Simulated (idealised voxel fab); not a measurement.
Module name: voxel gate over fins (process module)
cross-section cut | 285 nm wide | cells 5 nm
A cross-section is a grid of square cells, given in bands from the top down. A band is one or more rows of cells. Heights first: top, then bottom, in nm. Then materials, left to right, each with a width in nm. "all across" on a single material: fills the band edge to edge. "air": empty space. Where do heights start? At 0: under that level the wafer as delivered is made of one material only. And the lowest band has no floor; it just carries on downward, as in "top 0, no bottom". Top row gets the first number, bottom row gets the second, and each row in between changes by the same step: that is how a band width like "30->40" works. "all unchanged" (step): cross-section cells unchanged, all of them. You'll see "Tabulated closed voids" listing empty spaces that have no way open to the top, as long as they're 8 cells or more; the notation is width x height at distance, where the distance is from the left edge, and all of it is in nm. Where a step's line continues beyond its settings, the continuation is a remark by the simulator itself on that step. Regarding "overlay nm": on a step with a mask, it is the distance the mask lay to the right of its planned place; a negative value places it to the left.
THE FOLLOWING LIST GIVES THE PLANNED PROCESS STEPS
1: op RECEIVE | material Si
2: op CONFORMAL_DEP | material SiN | thk nm 10
3: op PATTERN | tone cover | mask id FINS | material resist | width nm 15 | pitch nm 40 | thk nm 15 | overlay nm 0
4: op DIRECTIONAL_ETCH | etch materials SiN | depth nm 10
5: op DIRECTIONAL_ETCH | etch materials Si | depth nm 30
6: op STRIP | etch materials resist
7: op FILL_DEP | material SiO2 | thk nm 5
8: op CMP | height nm 10
9: op SELECTIVE_ETCH | etch materials SiO2 | depth nm 25
10: op STRIP | etch materials SiN
11: op CONFORMAL_DEP | material HfO2 | thk nm 5
12: op CONFORMAL_DEP | material TiN | thk nm 5
13: op FILL_DEP | material W | thk nm 10
14: op CMP | height nm 15
15: op CONFORMAL_DEP | material SiCN | thk nm 10
WAFER, FIRST OF TWO, RUN AS PLANNED
DELIVERED WAFER IN CROSS-SECTION: STATE AFTER STEP 1
* top 0, no bottom | Si all across
* Tabulated closed voids: none
STEP 2 COMPLETE: CROSS-SECTION THROUGH THE WAFER
* top 10, bottom 0 | SiN all across
* No changes below 0.
STEP 3 COMPLETE: CROSS-SECTION THROUGH THE WAFER
* top 25, bottom 10 | 115 of air; 15 of resist; 25 of air; 15 of resist; 115 of air
* No changes below 10.
STEP 4 COMPLETE: CROSS-SECTION THROUGH THE WAFER
* top 25, bottom 10 | 115 of air; 15 of resist; 25 of air; 15 of resist; 115 of air
* top 10, bottom 0 | 115 of air; 15 of SiN; 25 of air; 15 of SiN; 115 of air
* No changes below 0.
STEP 5 COMPLETE: CROSS-SECTION THROUGH THE WAFER
* top 25, bottom 10 | 115 of air; 15 of resist; 25 of air; 15 of resist; 115 of air
* top 10, bottom 0 | 115 of air; 15 of SiN; 25 of air; 15 of SiN; 115 of air
* top 0, bottom -30 | 115 of air; 15 of Si; 25 of air; 15 of Si; 115 of air
* No changes below -30.
STEP 6 COMPLETE: CROSS-SECTION THROUGH THE WAFER
* top 10, bottom 0 | 115 of air; 15 of SiN; 25 of air; 15 of SiN; 115 of air
* No changes below 0.
STEP 7 COMPLETE: CROSS-SECTION THROUGH THE WAFER
* top 15, bottom 10 | SiO2 all across
* top 10, bottom 0 | 115 of SiO2; 15 of SiN; 25 of SiO2; 15 of SiN; 115 of SiO2
* top 0, bottom -30 | 115 of SiO2; 15 of Si; 25 of SiO2; 15 of Si; 115 of SiO2
* No changes below -30.
STEP 8 COMPLETE: CROSS-SECTION THROUGH THE WAFER
* top 10, bottom 0 | 115 of SiO2; 15 of SiN; 25 of SiO2; 15 of SiN; 115 of SiO2
* No changes below 0.
STEP 9 COMPLETE: CROSS-SECTION THROUGH THE WAFER
* top 10, bottom 0 | 115 of air; 15 of SiN; 25 of air; 15 of SiN; 115 of air
* top 0, bottom -15 | 115 of air; 15 of Si; 25 of air; 15 of Si; 115 of air
* No changes below -15.
STEP 10 COMPLETE: CROSS-SECTION THROUGH THE WAFER
* top 0, bottom -15 | 115 of air; 15 of Si; 25 of air; 15 of Si; 115 of air
* No changes below -15.
STEP 11 COMPLETE: CROSS-SECTION THROUGH THE WAFER
* top 5, bottom 0 | 110 of air; 25 of HfO2; 15 of air; 25 of HfO2; 110 of air
* top 0, bottom -10 | 110 of air; 5 of HfO2; 15 of Si; 5 of HfO2; 15 of air; 5 of HfO2; 15 of Si; 5 of HfO2; 110 of air
* top -10, bottom -15 | 115 of HfO2; 15 of Si; 25 of HfO2; 15 of Si; 115 of HfO2
* No changes below -15.
STEP 12 COMPLETE: CROSS-SECTION THROUGH THE WAFER
* top 10, bottom 5 | 105 of air; 35 of TiN; 5 of air; 35 of TiN; 105 of air
* top 5, bottom 0 | 105 of air; 5 of TiN; 25 of HfO2; 5 of TiN; 5 of air; 5 of TiN; 25 of HfO2; 5 of TiN; 105 of air
* top 0, bottom -5 | 105 of air; 5 of TiN; 5 of HfO2; 15 of Si; 5 of HfO2; 5 of TiN; 5 of air; 5 of TiN; 5 of HfO2; 15 of Si; 5 of HfO2; 5 of TiN; 105 of air
* top -5, bottom -10 | 110 of TiN; 5 of HfO2; 15 of Si; 5 of HfO2; 15 of TiN; 5 of HfO2; 15 of Si; 5 of HfO2; 110 of TiN
* No changes below -10.
STEP 13 COMPLETE: CROSS-SECTION THROUGH THE WAFER
* top 20, bottom 10 | W all across
* top 10, bottom 5 | 105 of W; 35 of TiN; 5 of W; 35 of TiN; 105 of W
* top 5, bottom 0 | 105 of W; 5 of TiN; 25 of HfO2; 5 of TiN; 5 of W; 5 of TiN; 25 of HfO2; 5 of TiN; 105 of W
* top 0, bottom -5 | 105 of W; 5 of TiN; 5 of HfO2; 15 of Si; 5 of HfO2; 5 of TiN; 5 of W; 5 of TiN; 5 of HfO2; 15 of Si; 5 of HfO2; 5 of TiN; 105 of W
* No changes below -5.
STEP 14 COMPLETE: CROSS-SECTION THROUGH THE WAFER
* top 15, bottom 10 | W all across
* No changes below 10.
STEP 15 COMPLETE: CROSS-SECTION THROUGH THE WAFER
* top 25, bottom 15 | SiCN all across
* No changes below 15.
WAFER TWO OF TWO - SAME STARTING POINT, SAME PROCESS PLAN, ONE MISTAKE IN EXECUTION; MATCHES WAFER ONE UP TO AND INCLUDING STEP 10
Cross-section, second wafer, at the end time the plan gives for step 11: all unchanged
CROSS-SECTION, SECOND WAFER, AT THE END TIME THE PLAN GIVES FOR STEP 12
* top 5, bottom 0 | 110 of air; 25 of TiN; 15 of air; 25 of TiN; 110 of air
* top 0, bottom -10 | 110 of air; 5 of TiN; 15 of Si; 5 of TiN; 15 of air; 5 of TiN; 15 of Si; 5 of TiN; 110 of air
* top -10, bottom -15 | 115 of TiN; 15 of Si; 25 of TiN; 15 of Si; 115 of TiN
* No changes below -15.
CROSS-SECTION, SECOND WAFER, AT THE END TIME THE PLAN GIVES FOR STEP 13
* top 15, bottom 5 | W all across
* top 5, bottom 0 | 110 of W; 25 of TiN; 15 of W; 25 of TiN; 110 of W
* top 0, bottom -10 | 110 of W; 5 of TiN; 15 of Si; 5 of TiN; 15 of W; 5 of TiN; 15 of Si; 5 of TiN; 110 of W
* No changes below -10.
Cross-section, second wafer, at the end time the plan gives for step 14: all unchanged
CROSS-SECTION, SECOND WAFER, AT THE END TIME THE PLAN GIVES FOR STEP 15
* top 25, bottom 15 | SiCN all across
* No changes below 15.
What was the processing mistake? step 11 of the plan was excluded from execution and never run
At the finish, the second wafer shows more or fewer cells for some materials than the first does: HfO2 -69, W +69
